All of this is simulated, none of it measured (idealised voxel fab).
process module | voxel double patterning
cross-section cut | 240 nm wide | cells 5 nm
A cross-section is a grid of square cells, given in bands from the top down. A band is one or more rows of cells.
Each band's line starts with the height of the band's top and of its bottom, in nm. Then come its materials from left to right, each with its width in nm. One material with "throughout" fills the band from edge to edge. "air" is empty space.
Height 0 is the level under which the wafer as received is all one material. The lowest band goes on downwards, as in "0 down".
A width such as "30 to 40" changes by the same amount from each row of cells to the next, from the band's top row to its bottom row.
"no change" after a step means that no cell of the cross-section changed.
closed voids: empty space of 8 cells or more with no open way to the top, each as width x height at its distance from the left edge, in nm
after a step's settings: what the simulator itself notes on the step
overlay nm, on a step with a mask: how far to the right of its planned place the mask lay; to the left if negative
plan
1 op RECEIVE | material Si
2 op CONFORMAL_DEP | material SiO2 | thk nm 5
3 op DIRECTIONAL_DEP | material TiN | thk nm 20
4 op DIRECTIONAL_DEP | material SiN | thk nm 10
5 op PATTERN | tone open | mask id FIRST | material resist | width nm 15 | pitch nm 50 | thk nm 15 | overlay nm 0
6 op DIRECTIONAL_ETCH | etch materials SiN | depth nm 10
7 op STRIP | etch materials resist
8 op PATTERN | tone open | mask id SECOND | material resist | width nm 15 | thk nm 15 | overlay nm 0
9 op DIRECTIONAL_ETCH | etch materials SiN | depth nm 10
10 op STRIP | etch materials resist
11 op DIRECTIONAL_ETCH | etch materials TiN | depth nm 20
12 op STRIP | etch materials SiN
first wafer, as planned
as received, after step 1
  0 down: Si throughout
  closed voids: none
after step 2
  5 to 0: SiO2 throughout
  below 0: unchanged
after step 3
  25 to 5: TiN throughout
  below 5: unchanged
after step 4
  35 to 25: SiN throughout
  below 25: unchanged
after step 5
  50 to 35: resist 85 | air 15 | resist 35 | air 15 | resist 90
  below 35: unchanged
after step 6
  50 to 35: resist 85 | air 15 | resist 35 | air 15 | resist 90
  35 to 25: SiN 85 | air 15 | SiN 35 | air 15 | SiN 90
  below 25: unchanged
after step 7
  35 to 25: SiN 85 | air 15 | SiN 35 | air 15 | SiN 90
  below 25: unchanged
after step 8
  50 to 35: resist 110 | air 15 | resist 115
  35 to 25: SiN 85 | resist 15 | SiN 35 | resist 15 | SiN 90
  below 25: unchanged
after step 9
  50 to 35: resist 110 | air 15 | resist 115
  35 to 25: SiN 85 | resist 15 | SiN 10 | air 15 | SiN 10 | resist 15 | SiN 90
  below 25: unchanged
after step 10
  35 to 25: SiN 85 | air 15 | SiN 10 | air 15 | SiN 10 | air 15 | SiN 90
  below 25: unchanged
after step 11
  35 to 25: SiN 85 | air 15 | SiN 10 | air 15 | SiN 10 | air 15 | SiN 90
  25 to 5: TiN 85 | air 15 | TiN 10 | air 15 | TiN 10 | air 15 | TiN 90
  below 5: unchanged
after step 12
  25 to 5: TiN 85 | air 15 | TiN 10 | air 15 | TiN 10 | air 15 | TiN 90
  below 5: unchanged
second wafer: like start, like plan, one mistake. Through step 1 it matches the first wafer
when step 2 should have ended: no change
when step 3 should have ended
  20 to 0: TiN throughout
  below 0: unchanged
when step 4 should have ended
  30 to 20: SiN throughout
  below 20: unchanged
when step 5 should have ended
  45 to 30: resist 85 | air 15 | resist 35 | air 15 | resist 90
  below 30: unchanged
when step 6 should have ended
  45 to 30: resist 85 | air 15 | resist 35 | air 15 | resist 90
  30 to 20: SiN 85 | air 15 | SiN 35 | air 15 | SiN 90
  below 20: unchanged
when step 7 should have ended
  30 to 20: SiN 85 | air 15 | SiN 35 | air 15 | SiN 90
  below 20: unchanged
when step 8 should have ended
  45 to 30: resist 110 | air 15 | resist 115
  30 to 20: SiN 85 | resist 15 | SiN 35 | resist 15 | SiN 90
  below 20: unchanged
when step 9 should have ended
  45 to 30: resist 110 | air 15 | resist 115
  30 to 20: SiN 85 | resist 15 | SiN 10 | air 15 | SiN 10 | resist 15 | SiN 90
  below 20: unchanged
when step 10 should have ended
  30 to 20: SiN 85 | air 15 | SiN 10 | air 15 | SiN 10 | air 15 | SiN 90
  below 20: unchanged
when step 11 should have ended
  30 to 20: SiN 85 | air 15 | SiN 10 | air 15 | SiN 10 | air 15 | SiN 90
  20 to 0: TiN 85 | air 15 | TiN 10 | air 15 | TiN 10 | air 15 | TiN 90
  below 0: unchanged
when step 12 should have ended
  20 to 0: TiN 85 | air 15 | TiN 10 | air 15 | TiN 10 | air 15 | TiN 90
  below 0: unchanged
what went wrong: step 2 was left out
at the end the second wafer has, in cells: 48 fewer of SiO2
